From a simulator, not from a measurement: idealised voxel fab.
Proc. module: voxel gate over fins
Cross-section cut: width 215 nm, square cells of 5 nm.
Each cross-section below is a grid of square cells, stated as bands in top-down order, with one or more rows of cells making up each band.
Heads up on the band format: heights come first, top then bottom, in nm. After that it's the materials left to right, each with its width in nm. A single material flagged "edge to edge" fills the whole band edge to edge, and "air" means there's empty space there.
A quick word on heights: they are counted from 0, and under that level the wafer as it came to us is one material throughout. The lowest band is different from the rest in having no bottom; it simply continues downward, written as in "z 0 and below".
Top row gets the first number, bottom row gets the second, and each row in between changes by the same step: that is how a band width like "30->40" works.
Where a step carries "nothing altered", the cross-section came out of it unchanged, cell for cell.
So "Closed void inventory" is basically the list of trapped voids: any empty space of 8 cells or more that can't reach the top through an opening. They're written width x height at distance, the distance being from the left edge, and it's all nm.
It should be noted that, on the line of a given step, the content following the step's settings is a remark produced by the simulator itself with respect to that step.
On any step carrying a mask, the "overlay nm" setting, if present on the step's line, tells how far right of its planned place the mask lay; negative values point to the left.
-- The following list gives the planned process steps
1. RECEIVE,material Si
2. CONFORMAL_DEP,material SiN,thk nm 5
3. MASKED_ETCH,tone cover,mask id FINS,width nm 15,pitch nm 40,etch materials SiN,depth nm 5,overlay nm 0
4. MASKED_ETCH,tone cover,mask id FINS,width nm 15,pitch nm 40,etch materials Si,depth nm 35,overlay nm 0
5. FILL_DEP,material SiO2,thk nm 15
6. CMP,height nm 5
7. SELECTIVE_ETCH,etch materials SiO2,depth nm 20
8. STRIP,etch materials SiN
9. CONFORMAL_DEP,material HfO2,thk nm 5
10. CONFORMAL_DEP,material TiN,thk nm 5
11. FILL_DEP,material W,thk nm 15
12. CMP,height nm 20
13. CONFORMAL_DEP,material SiN,thk nm 5
-- Received-state cross-section, reflecting completion of step 1
	z 0 and below | Si edge to edge
	Closed void inventory: none
-- Module complete, cross-section. Starting point and plan per above. One mistake made in running the module
	z 25 to 20 | SiN edge to edge
	z 20 to 10 | W edge to edge
	z 10 to 5 | 70 nm W | 35 nm SiN | 5 nm W | 35 nm SiN | 70 nm W
	z 5 to 0 | 70 nm W | 5 nm SiN | 25 nm HfO2 | 5 nm SiN | 5 nm W | 5 nm SiN | 25 nm HfO2 | 5 nm SiN | 70 nm W
	z 0 to -5 | 70 nm W | 5 nm SiN | 5 nm HfO2 | 15 nm Si | 5 nm HfO2 | 5 nm SiN | 5 nm W | 5 nm SiN | 5 nm HfO2 | 15 nm Si | 5 nm HfO2 | 5 nm SiN | 70 nm W
	z -5 to -10 | 75 nm SiN | 5 nm HfO2 | 15 nm Si | 5 nm HfO2 | 15 nm SiN | 5 nm HfO2 | 15 nm Si | 5 nm HfO2 | 75 nm SiN
	z -10 to -15 | 80 nm HfO2 | 15 nm Si | 25 nm HfO2 | 15 nm Si | 80 nm HfO2
	z -15 to -35 | 80 nm SiO2 | 15 nm Si | 25 nm SiO2 | 15 nm Si | 80 nm SiO2
	z -35 and below | Si edge to edge
	Closed void inventory: none
Processing error: step 10 off recipe, ran as CONFORMAL_DEP,material SiN,thk nm 5
